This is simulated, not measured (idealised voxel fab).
process module | voxel self aligned vias
cross-section cut | 260 nm wide | cells 5 nm
A cross-section is a grid of square cells, given in bands from the top down. A band is one or more rows of cells.
Each band's line starts with the height of the band's top and of its bottom, in nm. Then come its materials from left to right, each with its width in nm. One material with "throughout" fills the band from edge to edge. "air" is empty space.
Height 0 is the level under which the wafer as received is all one material. The lowest band goes on downwards, as in "0 down".
A width such as "30 to 40" changes by the same amount from each row of cells to the next, from the band's top row to its bottom row.
"no change" after a step means that no cell of the cross-section changed.
closed voids: empty space of 8 cells or more with no open way to the top, each as width x height at its distance from the left edge, in nm
after a step's settings: what the simulator itself notes on the step
overlay nm, on a step with a mask: how far to the right of its planned place the mask lay; to the left if negative
plan
1 op RECEIVE | material Si
2 op CONFORMAL_DEP | material SiO2 | thk nm 10
3 op CONFORMAL_DEP | material SiCN | thk nm 5
4 op DIRECTIONAL_DEP | material lowk | thk nm 30
5 op PATTERN | tone open | mask id LINES | material resist | width nm 20 | pitch nm 50 | thk nm 20 | overlay nm 0
6 op DIRECTIONAL_ETCH | etch materials lowk | depth nm 30
7 op STRIP | etch materials resist
8 op CONFORMAL_DEP | material TiN | thk nm 5
9 op FILL_DEP | material W | thk nm 10
10 op CMP | height nm 45
11 op SELECTIVE_ETCH | etch materials W Ru TiN | depth nm 5
12 op FILL_DEP | material SiN | thk nm 10
13 op CMP | height nm 45
14 op DIRECTIONAL_DEP | material lowk | thk nm 20
15 op MASKED_ETCH | tone open | mask id VIAS | width nm 30 | etch materials lowk | depth nm 20 | overlay nm 0
16 op MASKED_ETCH | tone open | mask id VIAS | width nm 30 | etch materials SiN | depth nm 5 | overlay nm 0
17 op CONFORMAL_DEP | material TiN | thk nm 5
18 op FILL_DEP | material Cu | thk nm 5
19 op CMP | height nm 65
20 op CONFORMAL_DEP | material SiCN | thk nm 5
as received, after step 1
  0 down: Si throughout
  closed voids: none
first wafer at the end, as planned
  70 to 65: SiCN throughout
  65 to 50: lowk 90 | TiN 5 | Cu 20 | TiN 5 | lowk 140
  50 to 45: lowk 90 | TiN 10 | Cu 10 | TiN 10 | lowk 140
  45 to 40: lowk 95 | TiN 20 | lowk 30 | SiN 20 | lowk 95
  40 to 20: lowk 95 | TiN 5 | W 10 | TiN 5 | lowk 30 | TiN 5 | W 10 | TiN 5 | lowk 95
  20 to 15: lowk 95 | TiN 20 | lowk 30 | TiN 20 | lowk 95
  15 to 10: SiCN throughout
  10 to 0: SiO2 throughout
  0 down: Si throughout
  closed voids: none
second wafer at the end: like start, like plan, one mistake
  70 to 65: SiCN throughout
  65 to 50: lowk 90 | TiN 5 | Cu 20 | TiN 5 | lowk 140
  50 to 45: lowk 90 | TiN 15 | Cu 5 | TiN 10 | lowk 140
  45 to 40: lowk 100 | TiN 15 | lowk 35 | SiN 15 | lowk 95
  40 to 20: lowk 100 | TiN 5 | W 5 | TiN 5 | lowk 35 | TiN 5 | W 5 | TiN 5 | lowk 95
  20 to 15: lowk 100 | TiN 15 | lowk 35 | TiN 15 | lowk 95
  15 to 10: SiCN throughout
  10 to 0: SiO2 throughout
  0 down: Si throughout
  closed voids: none
what went wrong: step 5 ran as: op PATTERN | tone open | mask id LINES | material resist | width nm 15 | pitch nm 50 | thk nm 20 | overlay nm 0
at the end the second wafer has, in cells: 1 fewer of Cu | 1 fewer of SiN | 2 fewer of TiN | 8 fewer of W | 12 more of lowk
